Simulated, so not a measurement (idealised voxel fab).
Process module heading - voxel double patterning
Square cell edge 5 nm, section width 215 nm, ID cut.
If you're reading a cross-section in this doc, picture square cells in a grid; it comes to you as bands, top ones listed first down to the bottom, and a band can be one or more rows of cells.
Within each band entry, the heights of the top and of the bottom of the band appear first, in that order and in nm; the materials of the band then follow from left to right, each with its corresponding width in nm. The designation "edge to edge" on a single material indicates that it fills the band from edge to edge; the designation "blank" indicates empty space.
Heads up on the height convention: 0 is the point under which the incoming wafer is all one material, and the lowest band has no bottom, it just keeps going down, like "from 0 down".
So if you see something like "30..40" for the width, read it as the top row of the band sitting at the first number and the bottom row at the second, with every row in between moving by the same amount as the last.
Where a step carries "nothing altered", the cross-section came out of it unchanged, cell for cell.
The list in "Enclosed void listing" covers empty spaces of 8 cells or more that cannot reach the top through any open way, and it gives each as width x height at distance; the distance is from the left edge, and width, height and distance are in nm.
If you see something after the settings on a step's line, that's the simulator's own remark about that step.
"overlay nm" on a masked step: distance the mask lay right of its planned place, negative for left.
Process steps - plan:
| 1 | RECEIVE [material Si] |
| 2 | CONFORMAL_DEP [material SiO2] [thk nm 10] |
| 3 | DIRECTIONAL_DEP [material polySi] [thk nm 10] |
| 4 | DIRECTIONAL_DEP [material SiN] [thk nm 5] |
| 5 | DIRECTIONAL_DEP [material aC] [thk nm 15] |
| 6 | PATTERN [tone open] [mask id FIRST] [material resist] [width nm 15] [pitch nm 50] [thk nm 30] [overlay nm 0] |
| 7 | DIRECTIONAL_ETCH [etch materials aC] [depth nm 15] |
| 8 | STRIP [etch materials resist] |
| 9 | DIRECTIONAL_ETCH [etch materials SiN] [depth nm 5] |
| 10 | STRIP [etch materials aC] |
| 11 | MASKED_ETCH [tone open] [mask id SECOND] [width nm 15] [etch materials SiN] [depth nm 5] [overlay nm 0] |
| 12 | DIRECTIONAL_ETCH [etch materials polySi] [depth nm 10] |
| 13 | STRIP [etch materials SiN] |
Cross-section of the incoming wafer, state after step 1:
	from 0 down  Si edge to edge
	Enclosed void listing: none
Starting structure and process plan are as shown above, but one mistake was made in running the module; the wafer cross-section at the end of the module follows:
	from 20 to 10  blank 75; polySi 15; blank 35; polySi 15; blank 75
	from 10 to 0  SiO2 edge to edge
	from 0 down  Si edge to edge
	Enclosed void listing: none
What went wrong in running the wafer? note that step 6 departed from the planned setting and was carried out as PATTERN [tone cover] [mask id FIRST] [material resist] [width nm 15] [pitch nm 50] [thk nm 30] [overlay nm 0]
